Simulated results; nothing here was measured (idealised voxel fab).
Process module heading - voxel self aligned contacts
The cross-section on display is named cut; it measures 240 nm wide, and its cells are 5 nm squares.
Just so we're on the same page, the cross-sections are grids of square cells, and they're listed out in bands top to bottom, each band one or more rows deep.
The band entry comprises the height of the band's top followed by the height of its bottom, expressed in nm, and subsequently the band's materials from left to right, each stated together with its width in nm. Where a single material is marked with the word "all across", that material fills the band from edge to edge. The word "air" represents empty space.
Height reference: 0 = level under which incoming wafer is all one material. Lowest band: no bottom, runs on downward, e.g. "z 0 and below".
Read "30..40" as a graded width: first number on top, second number at the bottom, same change between each pair of neighbouring rows.
"nothing changed" (step): cross-section cells unchanged, all of them.
"Closed void register" - sealed voids, min. 8 cells, no opening to top; format: width x height at distance (distance from left edge; nm throughout).
Post-settings text on a step line: simulator's own remark regarding the step.
Regarding "overlay nm": on a step with a mask, it is the distance the mask lay to the right of its planned place; a negative value places it to the left.
This section lists the process steps that were planned:
1: RECEIVE | material Si
2: OXIDIZE | depth nm 5
3: DIRECTIONAL_DEP | material polySi | thk nm 30
4: DIRECTIONAL_DEP | material SiN | thk nm 15
5: MASKED_ETCH | tone cover | mask id GATE | width nm 30 | pitch nm 60 | etch materials SiN | depth nm 15 | overlay nm 0
6: MASKED_ETCH | tone cover | mask id GATE | width nm 30 | pitch nm 60 | etch materials polySi | depth nm 30 | overlay nm 0
7: CONFORMAL_DEP | material SiN | thk nm 5
8: DIRECTIONAL_ETCH | etch materials SiN | depth nm 5
9: FILL_DEP | material SiO2 | thk nm 20
10: CMP | height nm 55
11: DIRECTIONAL_DEP | material aC | thk nm 15
12: PATTERN | tone open | mask id CONTACT | material resist | width nm 40 | thk nm 30 | overlay nm 0
13: DIRECTIONAL_ETCH | etch materials aC | depth nm 15
14: STRIP | etch materials resist
15: DIRECTIONAL_ETCH | etch materials SiO2 | depth nm 60
16: STRIP | etch materials aC
17: CONFORMAL_DEP | material TiN | thk nm 5
18: FILL_DEP | material Ru | thk nm 5
19: CMP | height nm 55
20: CONFORMAL_DEP | material SiCN | thk nm 5
Cross-section: wafer on arrival = after step 1:
  z 0 and below  Si all across
  Closed void register: none
Module complete, cross-section. Starting point and plan per above. One mistake made in running the module:
  z 60 to 55  SiCN all across
  z 55 to 45  100 nm SiO2 | 5..15 nm TiN | 30..10 nm Ru | 5..15 nm TiN | 100 nm SiO2
  z 45 to 30  70 nm SiO2 | 40 nm SiN | 5 nm TiN | 10 nm Ru | 5 nm TiN | 40 nm SiN | 70 nm SiO2
  z 30 to 15  70 nm SiO2 | 5 nm SiN | 30 nm polySi | 5 nm SiN | 5 nm TiN | 10 nm Ru | 5 nm TiN | 5 nm SiN | 30 nm polySi | 5 nm SiN | 70 nm SiO2
  z 15 to 10  70 nm SiO2 | 5 nm SiN | 30 nm polySi | 5 nm SiN | 20 nm TiN | 5 nm SiN | 30 nm polySi | 5 nm SiN | 70 nm SiO2
  z 10 to 0  polySi all across
  z 0 to -5  SiO2 all across
  z -5 and below  Si all across
  Closed void register: none
Run error: step 6 was processed under conditions differing from the plan, specifically as MASKED_ETCH | tone cover | mask id GATE | width nm 30 | pitch nm 60 | etch materials polySi | depth nm 20 | overlay nm 0
